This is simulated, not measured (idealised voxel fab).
The document below concerns the process module designated voxel ribs on slabs.
FYI the section here is cut, 265 nm wide, cells are 5 nm squares.
Just so we're on the same page, the cross-sections are grids of square cells, and they're listed out in bands top to bottom, each band one or more rows deep.
First you get the band's top height and its bottom height, in nm, and then the materials it's made of, left to right, with each width in nm. If you see a single material with "full width", that one covers the band edge to edge. "blank" is empty space.
Where do heights start? At 0: under that level the wafer as delivered is made of one material only. And the lowest band has no floor; it just carries on downward, as in "z 0 and below".
A width given as "30->40" starts at the first number in the band's top row and ends at the second number in its bottom row, shifting by an equal amount at every step from row to row.
Given "no change occurred" for a step, no cell of the cross-section differs between before and after that step.
Heads up: "Closed voids list" only lists the empty pockets with no open path to the top that are 8 cells or more, and it writes them as width x height at distance, distance from the left edge, in nm.
On a step's line, text after the settings is the simulator commenting on that step.
If you see "overlay nm" on a step's line and that step has a mask, it's telling you how far right of where it was planned the mask ended up; a negative number means it went left instead.
### Steps planned for the process
step 1: op RECEIVE | material Si
step 2: op DIRECTIONAL_DEP | material SiO2 | thk nm 30
step 3: op DIRECTIONAL_DEP | material SiN | thk nm 25
step 4: op PATTERN | tone cover | mask id RIB | material resist | width nm 20 | thk nm 15 | overlay nm 0
step 5: op DIRECTIONAL_ETCH | etch materials SiN | depth nm 15
step 6: op STRIP | etch materials resist
step 7: op PATTERN | tone cover | mask id SLAB | material resist | width nm 70 | thk nm 20 | overlay nm 0
step 8: op DIRECTIONAL_ETCH | etch materials SiN | depth nm 10
step 9: op STRIP | etch materials resist
step 10: op FILL_DEP | material SiO2 | thk nm 15
step 11: op CMP | height nm 65
step 12: op DIRECTIONAL_DEP | material W | thk nm 5
step 13: op PATTERN | tone cover | mask id HEATER | material resist | width nm 30 | thk nm 15 | overlay nm 0
step 14: op DIRECTIONAL_ETCH | etch materials W | depth nm 5
step 15: op STRIP | etch materials resist
step 16: op CONFORMAL_DEP | material SiO2 | thk nm 10
### Cross-section of the incoming wafer, state after step 1
* z 0 and below = Si full width
* Closed voids list: none
### End-of-module XS, first of two wafers, run as planned
* z 80 to 75 = blank (105)  SiO2 (50)  blank (110)
* z 75 to 70 = SiO2 full width
* z 70 to 65 = SiO2 (115)  W (30)  SiO2 (120)
* z 65 to 55 = SiO2 full width
* z 55 to 40 = SiO2 (120)  SiN (20)  SiO2 (125)
* z 40 to 30 = SiO2 (95)  SiN (70)  SiO2 (100)
* z 30 to 0 = SiO2 full width
* z 0 and below = Si full width
* Closed voids list: none
### Cross-section, wafer two of two, end of module: same start and plan as wafer one, one error in execution
* z 80 to 75 = blank (105)  SiO2 (50)  blank (110)
* z 75 to 70 = SiO2 full width
* z 70 to 65 = SiO2 (115)  W (30)  SiO2 (120)
* z 65 to 55 = SiO2 full width
* z 55 to 40 = SiO2 (120)  SiN (20)  SiO2 (125)
* z 40 to 30 = SiO2 (85)  SiN (70)  SiO2 (110)
* z 30 to 0 = SiO2 full width
* z 0 and below = Si full width
* Closed voids list: none
Where did the run depart from the plan? step 7 went in with a setting other than planned; the actual run was op PATTERN | tone cover | mask id SLAB | material resist | width nm 70 | thk nm 20 | overlay nm -10
By the end, you'd get the same cell count for each material on either wafer, but the second wafer puts them somewhere else.
